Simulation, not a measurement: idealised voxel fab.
Name of the process module below: voxel ribs on slabs
Section cut is 145 nm wide and gridded with 5 nm square cells.
Bands, listed from the top down, are how a cross-section gets written in this document; the cross-section itself is a grid of square cells, and a band is one or more rows of them. Look at the band entry: it leads with the top's height and the bottom's height in nm. Then it lists the materials left to right, with a width in nm for each. The word "all across" on a single material says that material fills the band edge to edge. The word "blank" is empty space. Note: height 0 marks the level under which the wafer is uniformly one material as received. Lowest band unbounded below, written "from 0 down". So if you see something like "30 to 40" for the width, read it as the top row of the band sitting at the first number and the bottom row at the second, with every row in between moving by the same amount as the last. Step marked "no alteration"? Then no cell in the cross-section changed in it. What "Cavities, sealed" gives you is every empty space of 8 cells or more that is cut off from the top. Each appears as width x height at distance, with the distance taken from the left edge and width, height and distance all in nm. On each step's line, the part that comes after the settings is the simulator's own comment on the step. The "overlay nm" setting may appear on a step's line; for a step that uses a mask, it gives how far to the right of its planned position the mask lay, and a negative value indicates the left.
**The following list gives the planned process steps**
1. RECEIVE: material Si
2. DIRECTIONAL_DEP: material SiO2, thk nm 25
3. DIRECTIONAL_DEP: material SiN, thk nm 20
4. DIRECTIONAL_DEP: material aC, thk nm 5
5. PATTERN: tone cover, mask id RIB, material resist, width nm 30, thk nm 35, overlay nm 0
6. DIRECTIONAL_ETCH: etch materials aC, depth nm 15
7. STRIP: etch materials resist
8. DIRECTIONAL_ETCH: etch materials SiN, depth nm 5
9. STRIP: etch materials aC
10. PATTERN: tone cover, mask id SLAB, material resist, width nm 90, thk nm 20, overlay nm 0
11. DIRECTIONAL_ETCH: etch materials SiN, depth nm 15
12. STRIP: etch materials resist
13. FILL_DEP: material SiO2, thk nm 15
14. CMP: height nm 55
15. DIRECTIONAL_DEP: material TiN, thk nm 5
16. MASKED_ETCH: tone cover, mask id HEATER, width nm 40, etch materials TiN, depth nm 5, overlay nm 0
17. CONFORMAL_DEP: material SiO2, thk nm 10
Where the wafers of this document differ is in the thk nm of step 4; they start out the same, and the plan states the value that applied to the first wafer.
**The first of several wafers, as received after step 1, seen in section**
* from 0 down = Si all across
* Cavities, sealed: none
**End-of-module cross-section, first of several wafers, after last step 17**
* from 70 to 65 = blank=40, then SiO2=60, then blank=45
* from 65 to 60 = SiO2 all across
* from 60 to 55 = SiO2=50, then TiN=40, then SiO2=55
* from 55 to 45 = SiO2 all across
* from 45 to 40 = SiO2=55, then SiN=30, then SiO2=60
* from 40 to 25 = SiO2=25, then SiN=90, then SiO2=30
* from 25 to 0 = SiO2 all across
* from 0 down = Si all across
* Cavities, sealed: none
**Last-wafer cross-section at the end of the module**
* from 70 to 65 = blank=40, then SiO2=60, then blank=45
* from 65 to 60 = SiO2 all across
* from 60 to 55 = SiO2=50, then TiN=40, then SiO2=55
* from 55 to 45 = SiO2 all across
* from 45 to 30 = SiO2=25, then SiN=90, then SiO2=30
* from 30 to 25 = SiN all across
* from 25 to 0 = SiO2 all across
* from 0 down = Si all across
* Cavities, sealed: none
**Where each wafer stands at the end of the module, a row apiece: cells of each material gained (+) or lost (-) since it was received, then closed voids**
thk nm 5 | +60 SiN | +321 SiO2 | +8 TiN | Cavities, sealed: none
thk nm 10 | +60 SiN | +321 SiO2 | +8 TiN | Cavities, sealed: none
thk nm 15 | +60 SiN | +321 SiO2 | +8 TiN | Cavities, sealed: none
thk nm 20 | +83 SiN | +298 SiO2 | +8 TiN | Cavities, sealed: none
thk nm 25 | +83 SiN | +298 SiO2 | +8 TiN | Cavities, sealed: none
thk nm 30 | +83 SiN | +298 SiO2 | +8 TiN | Cavities, sealed: none
